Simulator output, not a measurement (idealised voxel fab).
A process module follows: voxel trench capacitor.
This is section cut - it's 300 nm across, gridded in 5 nm square cells.
Square cells in a grid make up a cross-section in this document, and the grid is given as bands, listed from the top down, each one or more rows of cells.
Look at the band entry: it leads with the top's height and the bottom's height in nm. Then it lists the materials left to right, with a width in nm for each. The word "everywhere" on a single material says that material fills the band edge to edge. The word "empty" is empty space.
Heights are measured from 0, the level below which the as-received wafer is all one material; the lowest band has no bottom and continues downward, written as in "0 -> down".
Graded width ("30..40"): value in top row of band = first number; value in bottom row = second number; row-to-row change constant.
What does "no modifications" mean for a step? It means no cell of the cross-section changed in that step.
"Closed void list": sealed empty spaces, 8 cells or more, no open way to top, listed width x height at distance, with distance from the left edge and width, height and distance in nm.
What comes after the settings on a step's line is commentary from the simulator itself on that step.
Steps that use a mask can have "overlay nm" on their line. It says how far the mask sat to the right of where it was meant to be. Negative means to the left.
[The following list gives the planned process steps]
| 1 | op RECEIVE | material Si |
| 2 | op CONFORMAL_DEP | material SiN | thk nm 5 |
| 3 | op DIRECTIONAL_DEP | material aC | thk nm 10 |
| 4 | op PATTERN | tone open | mask id TRENCH | material resist | width nm 20 | pitch nm 35 | thk nm 30 | overlay nm 0 |
| 5 | op DIRECTIONAL_ETCH | etch materials aC | depth nm 10 |
| 6 | op STRIP | etch materials resist |
| 7 | op DIRECTIONAL_ETCH | etch materials SiN | depth nm 5 |
| 8 | op DIRECTIONAL_ETCH | etch materials Si | depth nm 35 |
| 9 | op STRIP | etch materials aC |
| 10 | op CONFORMAL_DEP | material SiO2 | thk nm 5 |
| 11 | op FILL_DEP | material polySi | thk nm 10 |
| 12 | op CMP | height nm 5 |
[Cross-section of the wafer upon arrival, representing the state reached after step 1]
* 0 -> down: Si everywhere
* Closed void list: none
[First of two wafers, end-of-module section, run followed plan]
* 5 -> 0: SiN (105), then SiO2 (5), then polySi (10), then SiO2 (5), then SiN (15), then SiO2 (5), then polySi (10), then SiO2 (5), then SiN (15), then SiO2 (5), then polySi (10), then SiO2 (5), then SiN (105)
* 0 -> -30: Si (105), then SiO2 (5), then polySi (10), then SiO2 (5), then Si (15), then SiO2 (5), then polySi (10), then SiO2 (5), then Si (15), then SiO2 (5), then polySi (10), then SiO2 (5), then Si (105)
* -30 -> -35: Si (105), then SiO2 (20), then Si (15), then SiO2 (20), then Si (15), then SiO2 (20), then Si (105)
* -35 -> down: Si everywhere
* Closed void list: none
[Cross-section at end of module for the second wafer of two, which matched the first in starting point and plan and differed by one mistake in its processing]
* 10 -> 5: SiO2 (110), then polySi (10), then SiO2 (25), then polySi (10), then SiO2 (25), then polySi (10), then SiO2 (110)
* 5 -> 0: SiN (105), then SiO2 (5), then polySi (10), then SiO2 (5), then SiN (15), then SiO2 (5), then polySi (10), then SiO2 (5), then SiN (15), then SiO2 (5), then polySi (10), then SiO2 (5), then SiN (105)
* 0 -> -30: Si (105), then SiO2 (5), then polySi (10), then SiO2 (5), then Si (15), then SiO2 (5), then polySi (10), then SiO2 (5), then Si (15), then SiO2 (5), then polySi (10), then SiO2 (5), then Si (105)
* -30 -> -35: Si (105), then SiO2 (20), then Si (15), then SiO2 (20), then Si (15), then SiO2 (20), then Si (105)
* -35 -> down: Si everywhere
* Closed void list: none
What was the processing mistake? heads up, step 12 didn't go per plan, it actually ran as op CMP | height nm 10
Count the cells at the end and the second wafer has more or fewer of some materials than the first: SiO2: 54 more; polySi: 6 more
